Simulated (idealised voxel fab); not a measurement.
process module | voxel lift off
cross-section cut | 275 nm wide | cells 5 nm
A cross-section is a grid of square cells, given in bands from the top down. A band is one or more rows of cells.
Each band's line starts with the height of the band's top and of its bottom, in nm. Then come its materials from left to right, each with its width in nm. One material with "throughout" fills the band from edge to edge. "air" is empty space.
Height 0 is the level under which the wafer as received is all one material. The lowest band goes on downwards, as in "0 down".
A width such as "30 to 40" changes by the same amount from each row of cells to the next, from the band's top row to its bottom row.
"no change" after a step means that no cell of the cross-section changed.
closed voids: empty space of 8 cells or more with no open way to the top, each as width x height at its distance from the left edge, in nm
after a step's settings: what the simulator itself notes on the step
overlay nm, on a step with a mask: how far to the right of its planned place the mask lay; to the left if negative
plan
1 op RECEIVE | material Si
2 op CONFORMAL_DEP | material Al2O3 | thk nm 5
3 op PATTERN | tone open | mask id LINES | material resist | width nm 25 | pitch nm 45 | thk nm 25 | overlay nm 0
4 op DIRECTIONAL_DEP | material Ru | thk nm 10
5 op STRIP | etch materials resist
6 op CONFORMAL_DEP | material SiCN | thk nm 10
as received, after step 1
  0 down: Si throughout
  closed voids: none
first wafer at the end, as planned
  25 to 15: air 70 | SiCN 135 | air 70
  15 to 5: SiCN 80 | Ru 25 | SiCN 20 | Ru 25 | SiCN 20 | Ru 25 | SiCN 80
  5 to 0: Al2O3 throughout
  0 down: Si throughout
  closed voids: none
second wafer at the end: like start, like plan, one mistake
  25 to 15: air 80 | SiCN 135 | air 60
  15 to 5: SiCN 90 | Ru 25 | SiCN 20 | Ru 25 | SiCN 20 | Ru 25 | SiCN 70
  5 to 0: Al2O3 throughout
  0 down: Si throughout
  closed voids: none
what went wrong: step 3 ran as: op PATTERN | tone open | mask id LINES | material resist | width nm 25 | pitch nm 45 | thk nm 25 | overlay nm 10
at the end the second wafer has, in cells: as many of each material as the first, in other places
